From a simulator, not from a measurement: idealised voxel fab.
Presented below is a process module, voxel ribs on slabs.
Cross-sectional view cut (width: 190 nm; square cell size: 5 nm).
Cross-section, as written here: a square-cell grid given band by band from the top down, where a band holds one or more rows of cells. This entry defines a band. It first specifies the height of the band's top and the height of its bottom in nm, and then specifies the band's materials from left to right, stating each material with its width in nm. The word "everywhere" identifies a single material that fills the band from edge to edge, while the word "blank" identifies empty space. Height is counted from the level 0, under which the received wafer is composed throughout of one material. The lowest of the bands is not closed at the bottom but continues downward, in the notation "top 0, no bottom". So if you see something like "30..40" for the width, read it as the top row of the band sitting at the first number and the bottom row at the second, with every row in between moving by the same amount as the last. When a step is marked "everything unchanged", none of the cells in the cross-section changed during that step. Closed-off voids of 8+ cells (no open route to the top) go in "Closed internal cavities", written width x height at distance from the left edge, in nm. after a step's settings: what the simulator itself notes on the step. overlay nm, on a step with a mask: how far to the right of its planned place the mask lay; to the left if negative.
-- Below is the list of planned process steps
1. RECEIVE,material Si
2. DIRECTIONAL_DEP,material SiO2,thk nm 30
3. DIRECTIONAL_DEP,material polySi,thk nm 20
4. PATTERN,tone cover,mask id RIB,material resist,width nm 30,thk nm 20,overlay nm 0
5. DIRECTIONAL_ETCH,etch materials polySi,depth nm 15
6. STRIP,etch materials resist
7. PATTERN,tone cover,mask id SLAB,material resist,width nm 80,thk nm 15,overlay nm 0
8. DIRECTIONAL_ETCH,etch materials polySi,depth nm 5
9. STRIP,etch materials resist
10. FILL_DEP,material SiO2,thk nm 20
11. CMP,height nm 50
12. DIRECTIONAL_DEP,material W,thk nm 5
13. MASKED_ETCH,tone cover,mask id HEATER,width nm 40,etch materials W,depth nm 5,overlay nm 0
14. CONFORMAL_DEP,material SiO2,thk nm 5
Be aware that, although all wafers share a common starting state, the height nm at step 11 differs among them, and the plan displays the first wafer's value.
-- Cross-section, first of several wafers, as delivered after step 1
    top 0, no bottom | Si everywhere
    Closed internal cavities: none
-- The table below has one row for each wafer; a row shows, as of the end of the module, how many cells of each material the wafer has gained, marked (+), or lost, marked (-), since it was received, and then the wafer's closed voids
height nm 50, +386 SiO2, +8 W, +34 polySi, Closed internal cavities: none
height nm 55, +424 SiO2, +8 W, +34 polySi, Closed internal cavities: none
height nm 60, +462 SiO2, +8 W, +34 polySi, Closed internal cavities: none
height nm 65, +500 SiO2, +8 W, +34 polySi, Closed internal cavities: none
height nm 70, +538 SiO2, +8 W, +34 polySi, Closed internal cavities: none
